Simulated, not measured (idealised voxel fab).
process module | voxel self aligned vias
cross-section cut | 255 nm wide | cells 5 nm
A cross-section is a grid of square cells, given in bands from the top down. A band is one or more rows of cells.
Each band's line starts with the height of the band's top and of its bottom, in nm. Then come its materials from left to right, each with its width in nm. One material with "throughout" fills the band from edge to edge. "air" is empty space.
Height 0 is the level under which the wafer as received is all one material. The lowest band goes on downwards, as in "0 down".
A width such as "30 to 40" changes by the same amount from each row of cells to the next, from the band's top row to its bottom row.
"no change" after a step means that no cell of the cross-section changed.
closed voids: empty space of 8 cells or more with no open way to the top, each as width x height at its distance from the left edge, in nm
after a step's settings: what the simulator itself notes on the step
overlay nm, on a step with a mask: how far to the right of its planned place the mask lay; to the left if negative
plan
1 op RECEIVE | material Si
2 op CONFORMAL_DEP | material SiO2 | thk nm 15
3 op CONFORMAL_DEP | material SiCN | thk nm 5
4 op DIRECTIONAL_DEP | material SiO2 | thk nm 25
5 op PATTERN | tone open | mask id LINES | material resist | width nm 15 | pitch nm 65 | thk nm 20 | overlay nm 0
6 op DIRECTIONAL_ETCH | etch materials SiO2 | depth nm 25
7 op STRIP | etch materials resist
8 op CONFORMAL_DEP | material TiN | thk nm 5
9 op FILL_DEP | material W | thk nm 10
10 op CMP | height nm 45
11 op SELECTIVE_ETCH | etch materials W Ru TiN | depth nm 5
12 op FILL_DEP | material SiN | thk nm 10
13 op CMP | height nm 45
14 op DIRECTIONAL_DEP | material SiO2 | thk nm 20
15 op DIRECTIONAL_DEP | material aC | thk nm 15
16 op PATTERN | tone open | mask id VIAS | material resist | width nm 45 | pitch nm 65 | thk nm 30 | overlay nm 0
17 op DIRECTIONAL_ETCH | etch materials aC | depth nm 15
18 op STRIP | etch materials resist
19 op DIRECTIONAL_ETCH | etch materials SiO2 | depth nm 20
20 op DIRECTIONAL_ETCH | etch materials SiN | depth nm 5
21 op STRIP | etch materials aC
22 op CONFORMAL_DEP | material TiN | thk nm 5
23 op FILL_DEP | material W | thk nm 5
24 op CMP | height nm 65
25 op CONFORMAL_DEP | material SiN | thk nm 5
varied across the wafers: width nm of step 5. The plan shows the first wafer's value. All wafers start alike
first wafer as received, after step 1
  0 down: Si throughout
  closed voids: none
each wafer at the end: cells of each material gained (+) or lost (-) since it was received, then its closed voids
width nm 15 | +51 SiCN | +51 SiN | +459 SiO2 | +78 TiN | +75 W | closed voids: none
width nm 20 | +51 SiCN | +51 SiN | +444 SiO2 | +81 TiN | +87 W | closed voids: none
width nm 25 | +51 SiCN | +51 SiN | +429 SiO2 | +84 TiN | +99 W | closed voids: none
width nm 30 | +51 SiCN | +51 SiN | +414 SiO2 | +87 TiN | +111 W | closed voids: none
width nm 35 | +51 SiCN | +51 SiN | +399 SiO2 | +90 TiN | +123 W | closed voids: none
width nm 40 | +51 SiCN | +51 SiN | +384 SiO2 | +93 TiN | +135 W | closed voids: none
